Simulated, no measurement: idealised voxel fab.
Proc. module: voxel self aligned contacts
Pictured: cross-section cut, 240 nm wide, on a grid of 5 nm square cells.
Cross-section layout: square cells on a grid; listed as bands, top to bottom; a band spans one or more cell rows.
Basically the band line says how high the top is and how high the bottom is, in nm, and then what's in it from left to right, every material with its width in nm. Empty space shows up as "air", and if a single material carries "full width" it runs the full band edge to edge.
Heights are measured from 0, the level below which the as-received wafer is all one material; the lowest band has no bottom and continues downward, written as in "0 down".
It should be noted that a width expressed as "30..40" varies in equal increments from row to row of cells within the band, taking the value of the first number at the top row and that of the second number at the bottom row.
Step marked "remained the same"? Then no cell in the cross-section changed in it.
If an empty space has no open way to the top and is at least 8 cells in size, "Enclosed internal voids" lists it, written width x height at distance, where distance is measured from the left edge and every value is in nm.
The remark found on a step's line after its settings is issued by the simulator itself and pertains to that step.
You can add "overlay nm" to a step's line. For a step with a mask, it describes how far the mask lay to the right of its planned position, and a negative number describes a lay to the left.

Steps in the process plan
1: RECEIVE with material Si
2: OXIDIZE with depth nm 5
3: DIRECTIONAL_DEP with material polySi, thk nm 30
4: DIRECTIONAL_DEP with material SiN, thk nm 20
5: PATTERN with tone cover, mask id GATE, material resist, width nm 25, pitch nm 70, thk nm 20, overlay nm 0
6: DIRECTIONAL_ETCH with etch materials SiN, depth nm 20
7: DIRECTIONAL_ETCH with etch materials polySi, depth nm 30
8: STRIP with etch materials resist
9: CONFORMAL_DEP with material SiN, thk nm 10
10: DIRECTIONAL_ETCH with etch materials SiN, depth nm 10
11: FILL_DEP with material SiO2, thk nm 10
12: CMP with height nm 55
13: PATTERN with tone open, mask id CONTACT, material resist, width nm 55, thk nm 15, overlay nm 0
14: DIRECTIONAL_ETCH with etch materials SiO2, depth nm 60
15: STRIP with etch materials resist
16: CONFORMAL_DEP with material TiN, thk nm 5
17: FILL_DEP with material W, thk nm 10
18: CMP with height nm 55
19: CONFORMAL_DEP with material SiCN, thk nm 5

First of two wafers: run as planned

Cross-section, incoming material, after step 1
* 0 down = Si full width
* Enclosed internal voids: none

Wafer section view after processing step 2
* 0 to -5 = SiO2 full width
* Rest of section, below -5: as before.

Wafer section view after processing step 3
* 30 to 0 = polySi full width
* Rest of section, below 0: as before.

Wafer section view after processing step 4
* 50 to 30 = SiN full width
* Rest of section, below 30: as before.

Wafer section view after processing step 5
* 70 to 50 = air (70), then resist (25), then air (45), then resist (25), then air (75)
* Rest of section, below 50: as before.

Wafer section view after processing step 6
* 70 to 50 = air (70), then resist (25), then air (45), then resist (25), then air (75)
* 50 to 30 = air (70), then SiN (25), then air (45), then SiN (25), then air (75)
* Rest of section, below 30: as before.

Wafer section view after processing step 7
* 70 to 50 = air (70), then resist (25), then air (45), then resist (25), then air (75)
* 50 to 30 = air (70), then SiN (25), then air (45), then SiN (25), then air (75)
* 30 to 0 = air (70), then polySi (25), then air (45), then polySi (25), then air (75)
* Rest of section, below 0: as before.

Wafer section view after processing step 8
* 50 to 30 = air (70), then SiN (25), then air (45), then SiN (25), then air (75)
* Rest of section, below 30: as before.

Wafer section view after processing step 9
* 60 to 30 = air (60), then SiN (45), then air (25), then SiN (45), then air (65)
* 30 to 10 = air (60), then SiN (10), then polySi (25), then SiN (10), then air (25), then SiN (10), then polySi (25), then SiN (10), then air (65)
* 10 to 0 = SiN (70), then polySi (25), then SiN (45), then polySi (25), then SiN (75)
* Rest of section, below 0: as before.

Wafer section view after processing step 10
* 50 to 30 = air (60), then SiN (45), then air (25), then SiN (45), then air (65)
* 30 to 0 = air (60), then SiN (10), then polySi (25), then SiN (10), then air (25), then SiN (10), then polySi (25), then SiN (10), then air (65)
* Rest of section, below 0: as before.

Wafer section view after processing step 11
* 60 to 50 = SiO2 full width
* 50 to 30 = SiO2 (60), then SiN (45), then SiO2 (25), then SiN (45), then SiO2 (65)
* 30 to 0 = SiO2 (60), then SiN (10), then polySi (25), then SiN (10), then SiO2 (25), then SiN (10), then polySi (25), then SiN (10), then SiO2 (65)
* Rest of section, below 0: as before.

Wafer section view after processing step 12
* 55 to 50 = SiO2 full width
* Rest of section, below 50: as before.

Wafer section view after processing step 13
* 70 to 55 = resist (90), then air (55), then resist (95)
* Rest of section, below 55: as before.

Wafer section view after processing step 14
* 70 to 55 = resist (90), then air (55), then resist (95)
* 55 to 50 = SiO2 (90), then air (55), then SiO2 (95)
* 50 to 30 = SiO2 (60), then SiN (45), then air (25), then SiN (45), then SiO2 (65)
* 30 to 0 = SiO2 (60), then SiN (10), then polySi (25), then SiN (10), then air (25), then SiN (10), then polySi (25), then SiN (10), then SiO2 (65)
* 0 to -5 = SiO2 (105), then air (25), then SiO2 (110)
* Rest of section, below -5: as before.

Wafer section view after processing step 15
* 55 to 50 = SiO2 (90), then air (55), then SiO2 (95)
* Rest of section, below 50: as before.

Wafer section view after processing step 16
* 60 to 55 = TiN (95), then air (45), then TiN (100)
* 55 to 50 = SiO2 (90), then TiN (20), then air (15), then TiN (20), then SiO2 (95)
* 50 to 30 = SiO2 (60), then SiN (45), then TiN (5), then air (15), then TiN (5), then SiN (45), then SiO2 (65)
* 30 to 0 = SiO2 (60), then SiN (10), then polySi (25), then SiN (10), then TiN (5), then air (15), then TiN (5), then SiN (10), then polySi (25), then SiN (10), then SiO2 (65)
* 0 to -5 = SiO2 (105), then TiN (25), then SiO2 (110)
* Rest of section, below -5: as before.

Wafer section view after processing step 17
* 70 to 60 = W full width
* 60 to 55 = TiN (95), then W (45), then TiN (100)
* 55 to 50 = SiO2 (90), then TiN (20), then W (15), then TiN (20), then SiO2 (95)
* 50 to 30 = SiO2 (60), then SiN (45), then TiN (5), then W (15), then TiN (5), then SiN (45), then SiO2 (65)
* 30 to 0 = SiO2 (60), then SiN (10), then polySi (25), then SiN (10), then TiN (5), then W (15), then TiN (5), then SiN (10), then polySi (25), then SiN (10), then SiO2 (65)
* Rest of section, below 0: as before.

Wafer section view after processing step 18
* 55 to 50 = SiO2 (90), then TiN (20), then W (15), then TiN (20), then SiO2 (95)
* Rest of section, below 50: as before.

Wafer section view after processing step 19
* 60 to 55 = SiCN full width
* Rest of section, below 55: as before.

Wafer two of the pair: same origin, same plan, one error during the run; identical to wafer one up to and including step 3

Second wafer cross-section, taken as of the time the plan sets for step 4 to be done
* 70 to 30 = SiN full width
* Rest of section, below 30: as before.

Second wafer cross-section, taken as of the time the plan sets for step 5 to be done
* 90 to 70 = air (70), then resist (25), then air (45), then resist (25), then air (75)
* Rest of section, below 70: as before.

Second wafer cross-section, taken as of the time the plan sets for step 6 to be done
* 90 to 70 = air (70), then resist (25), then air (45), then resist (25), then air (75)
* 70 to 50 = air (70), then SiN (25), then air (45), then SiN (25), then air (75)
* Rest of section, below 50: as before.

Second wafer cross-section, taken as of the time the plan sets for step 7 to be done: remained the same

Second wafer cross-section, taken as of the time the plan sets for step 8 to be done
* 70 to 50 = air (70), then SiN (25), then air (45), then SiN (25), then air (75)
* Rest of section, below 50: as before.

Second wafer cross-section, taken as of the time the plan sets for step 9 to be done
* 80 to 60 = air (60), then SiN (45), then air (25), then SiN (45), then air (65)
* 60 to 30 = SiN full width
* Rest of section, below 30: as before.

Second wafer cross-section, taken as of the time the plan sets for step 10 to be done
* 70 to 50 = air (60), then SiN (45), then air (25), then SiN (45), then air (65)
* Rest of section, below 50: as before.

Second wafer cross-section, taken as of the time the plan sets for step 11 to be done
* 80 to 70 = SiO2 full width
* 70 to 50 = SiO2 (60), then SiN (45), then SiO2 (25), then SiN (45), then SiO2 (65)
* Rest of section, below 50: as before.

Second wafer cross-section, taken as of the time the plan sets for step 12 to be done
* 55 to 50 = SiO2 (60), then SiN (45), then SiO2 (25), then SiN (45), then SiO2 (65)
* Rest of section, below 50: as before.

Second wafer cross-section, taken as of the time the plan sets for step 13 to be done
* 70 to 55 = resist (90), then air (55), then resist (95)
* Rest of section, below 55: as before.

Second wafer cross-section, taken as of the time the plan sets for step 14 to be done
* 70 to 55 = resist (90), then air (55), then resist (95)
* 55 to 50 = SiO2 (60), then SiN (45), then air (25), then SiN (45), then SiO2 (65)
* Rest of section, below 50: as before.

Second wafer cross-section, taken as of the time the plan sets for step 15 to be done
* 55 to 50 = SiO2 (60), then SiN (45), then air (25), then SiN (45), then SiO2 (65)
* Rest of section, below 50: as before.

Second wafer cross-section, taken as of the time the plan sets for step 16 to be done
* 60 to 55 = TiN (110), then air (15), then TiN (115)
* 55 to 50 = SiO2 (60), then SiN (45), then TiN (25), then SiN (45), then SiO2 (65)
* Rest of section, below 50: as before.

Second wafer cross-section, taken as of the time the plan sets for step 17 to be done
* 70 to 60 = W full width
* 60 to 55 = TiN (110), then W (15), then TiN (115)
* Rest of section, below 55: as before.

Second wafer cross-section, taken as of the time the plan sets for step 18 to be done
* 55 to 50 = SiO2 (60), then SiN (45), then TiN (25), then SiN (45), then SiO2 (65)
* Rest of section, below 50: as before.

Second wafer cross-section, taken as of the time the plan sets for step 19 to be done
* 60 to 55 = SiCN full width
* Rest of section, below 55: as before.
Against the plan, the run slipped here: the plan had its step 4 run twice
The final cell counts differ between the wafers, with the second having more or fewer of some materials than the first: +90 SiN, -257 SiO2, -28 TiN, -33 W, +228 polySi
